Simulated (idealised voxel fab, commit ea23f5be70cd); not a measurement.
Process module name: voxel wiring stack
155 nm wide, 5 nm square cells: that's cross-section cut.
In what follows, cross-sections appear as grids of square cells, described through bands that run from the top down, where every band is one or more rows of cells.
In this notation a band is specified by the heights of its top and bottom, in that order and in nm, after which its materials appear from left to right, each paired with its width in nm. The word "full width" attached to a single material means that material fills the band from edge to edge; the word "empty" stands for empty space.
It should be noted that heights are counted from 0, beneath which the wafer as supplied is of one material throughout, and that the lowest band possesses no lower boundary but continues downward, as written in "top 0, no bottom".
Width: "30->40" (first number = top row, second number = bottom row, same change from row to row of cells).
No cell of the cross-section changed in a step that is given as "no alterations made".
Voids not open to the top, 8 cells minimum: see "Closed void table". Written width x height at distance; distance is from the left edge; nm.
Formally, on a step line, whatever follows the settings is a remark that the simulator itself makes on the step.
overlay nm: step with mask; distance mask lay right of planned place; negative value = left of planned place.
# The steps planned for the process are as follows
1. RECEIVE,material Si
2. CONFORMAL_DEP,material SiO2,thk nm 10
3. DIRECTIONAL_DEP,material TiN,thk nm 5
4. DIRECTIONAL_DEP,material Ru,thk nm 15
5. MASKED_ETCH,tone cover,mask id METAL_1,width nm 25,pitch nm 45,etch materials Ru,depth nm 15,overlay nm 0
6. MASKED_ETCH,tone cover,mask id METAL_1,width nm 25,pitch nm 45,etch materials TiN,depth nm 5,overlay nm 0
7. FILL_DEP,material lowk,thk nm 5
8. CMP,height nm 30
9. CONFORMAL_DEP,material SiCN,thk nm 5
10. DIRECTIONAL_DEP,material lowk,thk nm 10
11. MASKED_ETCH,tone open,mask id PLUG_1,width nm 15,pitch nm 45,etch materials lowk,depth nm 10,overlay nm 0
12. MASKED_ETCH,tone open,mask id PLUG_1,width nm 15,pitch nm 45,etch materials SiCN,depth nm 5,overlay nm 0
13. EPI,material Ru,thk nm 10
14. EPI,material Ru,thk nm 5
15. CONFORMAL_DEP,material SiCN,thk nm 5
16. DIRECTIONAL_DEP,material SiO2,thk nm 25
17. PATTERN,tone open,mask id METAL_2,material resist,width nm 25,pitch nm 45,thk nm 20,overlay nm 0
18. DIRECTIONAL_ETCH,etch materials SiO2,depth nm 25
19. DIRECTIONAL_ETCH,etch materials SiCN,depth nm 5
20. STRIP,etch materials resist
21. CONFORMAL_DEP,material TiN,thk nm 5
22. FILL_DEP,material Ru,thk nm 10
23. CMP,height nm 75
24. CONFORMAL_DEP,material SiCN,thk nm 5
25. DIRECTIONAL_DEP,material SiO2,thk nm 35
26. PATTERN,tone open,mask id METAL_3,material resist,width nm 25,pitch nm 45,thk nm 20,overlay nm 0
27. DIRECTIONAL_ETCH,etch materials SiO2,depth nm 20
28. STRIP,etch materials resist
29. MASKED_ETCH,tone open,mask id METAL_3_HOLES,width nm 15,pitch nm 90,etch materials SiO2,depth nm 15,overlay nm 0
30. MASKED_ETCH,tone open,mask id METAL_3_HOLES,width nm 15,pitch nm 90,etch materials SiCN,depth nm 5,overlay nm 0
31. CONFORMAL_DEP,material TiN,thk nm 5
32. FILL_DEP,material Cu,thk nm 5
33. CMP,height nm 115
34. CONFORMAL_DEP,material SiN,thk nm 5
# Delivered wafer in cross-section: state after step 1
top 0, no bottom  Si full width
Closed void table: none
# Cross-sectional image of the first of two wafers at the end of the module, the run having proceeded as planned
top 120, bottom 115  SiN full width
top 115, bottom 100  SiO2=20; TiN=5; Cu=15; TiN=5; SiO2=20; TiN=5; Cu=15; TiN=5; SiO2=20; TiN=5; Cu=15; TiN=5; SiO2=20
top 100, bottom 95  SiO2=20; TiN=5; Cu=5; TiN=15; SiO2=20; TiN=25; SiO2=20; TiN=5; Cu=5; TiN=15; SiO2=20
top 95, bottom 80  SiO2=20; TiN=5; Cu=5; TiN=5; SiO2=75; TiN=5; Cu=5; TiN=5; SiO2=30
top 80, bottom 75  SiCN=20; TiN=15; SiCN=75; TiN=15; SiCN=30
top 75, bottom 50  SiO2=20; TiN=5; Ru=15; TiN=5; SiO2=20; TiN=5; Ru=15; TiN=5; SiO2=20; TiN=5; Ru=15; TiN=5; SiO2=20
top 50, bottom 45  SiCN=20; TiN=25; SiCN=20; TiN=25; SiCN=20; TiN=25; SiCN=20
top 45, bottom 35  lowk=20; Ru=15; lowk=30; Ru=15; lowk=30; Ru=15; lowk=30
top 35, bottom 30  SiCN=20; Ru=15; SiCN=30; Ru=15; SiCN=30; Ru=15; SiCN=30
top 30, bottom 15  lowk=20; Ru=25; lowk=20; Ru=25; lowk=20; Ru=25; lowk=20
top 15, bottom 10  lowk=20; TiN=25; lowk=20; TiN=25; lowk=20; TiN=25; lowk=20
top 10, bottom 0  SiO2 full width
top 0, no bottom  Si full width
Closed void table: none
# Cross-section, second wafer: same start as the first, same plan as the first, one mistake in running it; taken at the end of the module
top 120, bottom 115  SiN full width
top 115, bottom 100  SiO2=20; TiN=5; Cu=15; TiN=5; SiO2=20; TiN=5; Cu=15; TiN=5; SiO2=20; TiN=5; Cu=15; TiN=5; SiO2=20
top 100, bottom 95  SiO2=20; TiN=5; Cu=5; TiN=15; SiO2=20; TiN=25; SiO2=20; TiN=5; Cu=5; TiN=15; SiO2=20
top 95, bottom 80  SiO2=20; TiN=5; Cu=5; TiN=5; SiO2=75; TiN=5; Cu=5; TiN=5; SiO2=30
top 80, bottom 75  SiCN=20; TiN=15; SiCN=75; TiN=15; SiCN=30
top 75, bottom 50  SiO2=20; TiN=5; Ru=15; TiN=5; SiO2=20; TiN=5; Ru=15; TiN=5; SiO2=20; TiN=5; Ru=15; TiN=5; SiO2=20
top 50, bottom 45  SiCN=20; TiN=25; SiCN=20; TiN=25; SiCN=20; TiN=25; SiCN=20
top 45, bottom 35  lowk=20; Ru=15; lowk=30; Ru=15; lowk=30; Ru=15; lowk=30
top 35, bottom 30  SiCN=20; Ru=15; SiCN=30; Ru=15; SiCN=30; Ru=15; SiCN=30
top 30, bottom 25  lowk=20; Ru=25; lowk=20; Ru=25; lowk=20; Ru=25; lowk=20
top 25, bottom 20  lowk=20; TiN=25; lowk=20; TiN=25; lowk=20; TiN=25; lowk=20
top 20, bottom 10  TiN full width
top 10, bottom 0  SiO2 full width
top 0, no bottom  Si full width
Closed void table: none
In executing the process, a mistake was made relative to the plan: step 3 ran with different settings than intended, the actual operation and settings being DIRECTIONAL_DEP,material TiN,thk nm 15
Heads up, by the end the second wafer has more or fewer cells of some materials compared to the first: 30 fewer of Ru | 62 more of TiN | 32 fewer of lowk
